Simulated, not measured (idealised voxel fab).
Herein follows the process module entitled voxel capacitor over wiring.
The figure presents cross-section cut, which has a width of 155 nm and is divided into square cells with an edge length of 5 nm.
How to read a cross-section here: the picture is a grid of square cells, written as bands going from the top down, and any band can span one or more rows of cells.
Top, bottom (nm), then materials left to right with widths (nm); lone material tagged "edge to edge" fills the whole band edge to edge; "air" = empty space.
Zero point of the height axis is 0; under it, received wafer = one material. Lowest band: continues down indefinitely, "0 nm and below".
A width given as "30..40" starts at the first number in the band's top row and ends at the second number in its bottom row, shifting by an equal amount at every step from row to row.
Basically "nothing changed" means that step didn't change any cell in the cross-section.
"Fully enclosed voids" means: voids of 8 cells or more that are shut off from the top with no open way through. Written width x height at distance, distance from the left edge, in nm.
Heads up: the bit after the settings on a step's line is the simulator's remark on that step.
The setting "overlay nm" may be written on the line of a step. When the step uses a mask, the value reports how far to the right of the planned place the mask lay, and a negative value reports that it lay to the left.

[plan]
1 RECEIVE: material Si
2 CONFORMAL_DEP: material SiO2, thk nm 15
3 CONFORMAL_DEP: material SiN, thk nm 5
4 DIRECTIONAL_DEP: material SiO2, thk nm 25
5 DIRECTIONAL_DEP: material aC, thk nm 15
6 PATTERN: tone open, mask id METAL_1, material resist, width nm 30, pitch nm 80, thk nm 35, overlay nm 0
7 DIRECTIONAL_ETCH: etch materials aC, depth nm 15
8 STRIP: etch materials resist
9 DIRECTIONAL_ETCH: etch materials SiO2, depth nm 25
10 DIRECTIONAL_ETCH: etch materials SiN, depth nm 5
11 STRIP: etch materials aC
12 CONFORMAL_DEP: material TiN, thk nm 5
13 FILL_DEP: material Ru, thk nm 5
14 CMP: height nm 45
15 CONFORMAL_DEP: material SiCN, thk nm 5
16 DIRECTIONAL_DEP: material lowk, thk nm 15
17 MASKED_ETCH: tone open, mask id PLUG_1, width nm 15, etch materials lowk, depth nm 15, overlay nm 0
18 MASKED_ETCH: tone open, mask id PLUG_1, width nm 15, etch materials SiCN, depth nm 5, overlay nm 0
19 EPI: material Ru, thk nm 10
20 EPI: material Ru, thk nm 10
21 DIRECTIONAL_DEP: material TiN, thk nm 10
22 DIRECTIONAL_DEP: material HfO2, thk nm 5
23 DIRECTIONAL_DEP: material TiN, thk nm 10
24 DIRECTIONAL_DEP: material aC, thk nm 15
25 PATTERN: tone cover, mask id UPPER_PLATE, material resist, width nm 55, thk nm 30, overlay nm 0
26 DIRECTIONAL_ETCH: etch materials aC, depth nm 15
27 STRIP: etch materials resist
28 DIRECTIONAL_ETCH: etch materials TiN, depth nm 10
29 DIRECTIONAL_ETCH: etch materials HfO2, depth nm 5
30 STRIP: etch materials aC
31 DIRECTIONAL_DEP: material aC, thk nm 10
32 PATTERN: tone cover, mask id LOWER_PLATE, material resist, width nm 65, thk nm 30, overlay nm 0
33 DIRECTIONAL_ETCH: etch materials aC, depth nm 10
34 STRIP: etch materials resist
35 DIRECTIONAL_ETCH: etch materials TiN, depth nm 10
36 STRIP: etch materials aC
37 FILL_DEP: material SiO2, thk nm 20
38 CMP: height nm 105
39 MASKED_ETCH: tone open, mask id PLUG_2, width nm 15, etch materials SiO2, depth nm 15, overlay nm 0
40 CONFORMAL_DEP: material TiN, thk nm 5
41 FILL_DEP: material Ru, thk nm 10
42 CMP: height nm 105
43 CONFORMAL_DEP: material SiCN, thk nm 5

[Cross-sectional view of the wafer in its as-received condition, corresponding to the state after step 1]
> 0 nm and below | Si edge to edge
> Fully enclosed voids: none

[Looking at the first of two wafers in cross-section at end of module - ran to plan]
> 110 nm to 105 nm | SiCN edge to edge
> 105 nm to 95 nm | SiO2 45 nm, TiN 5 nm, Ru 5 nm, TiN 5 nm, SiO2 95 nm
> 95 nm to 90 nm | SiO2 45 nm, TiN 15 nm, SiO2 95 nm
> 90 nm to 80 nm | SiO2 35 nm, TiN 55 nm, SiO2 65 nm
> 80 nm to 75 nm | SiO2 35 nm, HfO2 55 nm, SiO2 65 nm
> 75 nm to 65 nm | SiO2 30 nm, TiN 65 nm, SiO2 60 nm
> 65 nm to 50 nm | lowk 35 nm, Ru 15 nm, lowk 105 nm
> 50 nm to 45 nm | SiCN 35 nm, Ru 15 nm, SiCN 105 nm
> 45 nm to 20 nm | SiO2 20 nm, TiN 5 nm, Ru 20 nm, TiN 5 nm, SiO2 50 nm, TiN 5 nm, Ru 20 nm, TiN 5 nm, SiO2 25 nm
> 20 nm to 15 nm | SiN 20 nm, TiN 30 nm, SiN 50 nm, TiN 30 nm, SiN 25 nm
> 15 nm to 0 nm | SiO2 edge to edge
> 0 nm and below | Si edge to edge
> Fully enclosed voids: none

[Second wafer cross-section at end of module - shared start and plan with the first, one mistake in the run]
> 110 nm to 105 nm | SiCN edge to edge
> 105 nm to 95 nm | SiO2 45 nm, TiN 5 nm, Ru 5 nm, TiN 5 nm, SiO2 95 nm
> 95 nm to 90 nm | SiO2 45 nm, TiN 15 nm, SiO2 95 nm
> 90 nm to 80 nm | SiO2 35 nm, TiN 30 nm, SiO2 90 nm
> 80 nm to 75 nm | SiO2 35 nm, HfO2 30 nm, SiO2 90 nm
> 75 nm to 65 nm | SiO2 30 nm, TiN 60 nm, SiO2 65 nm
> 65 nm to 60 nm | SiO2 20 nm, Ru 45 nm, HfO2 25 nm, SiO2 65 nm
> 60 nm to 50 nm | SiO2 20 nm, Ru 45 nm, TiN 30 nm, SiO2 60 nm
> 50 nm to 45 nm | SiCN 35 nm, Ru 15 nm, SiCN 105 nm
> 45 nm to 20 nm | SiO2 20 nm, TiN 5 nm, Ru 20 nm, TiN 5 nm, SiO2 50 nm, TiN 5 nm, Ru 20 nm, TiN 5 nm, SiO2 25 nm
> 20 nm to 15 nm | SiN 20 nm, TiN 30 nm, SiN 50 nm, TiN 30 nm, SiN 25 nm
> 15 nm to 0 nm | SiO2 edge to edge
> 0 nm and below | Si edge to edge
> Fully enclosed voids: none
Finding, execution versus plan: plan step 16 skipped
Counted in cells at the end, the second wafer holds more or fewer of these materials than the first: Ru: 18 more; SiO2: 66 more; lowk: 84 fewer
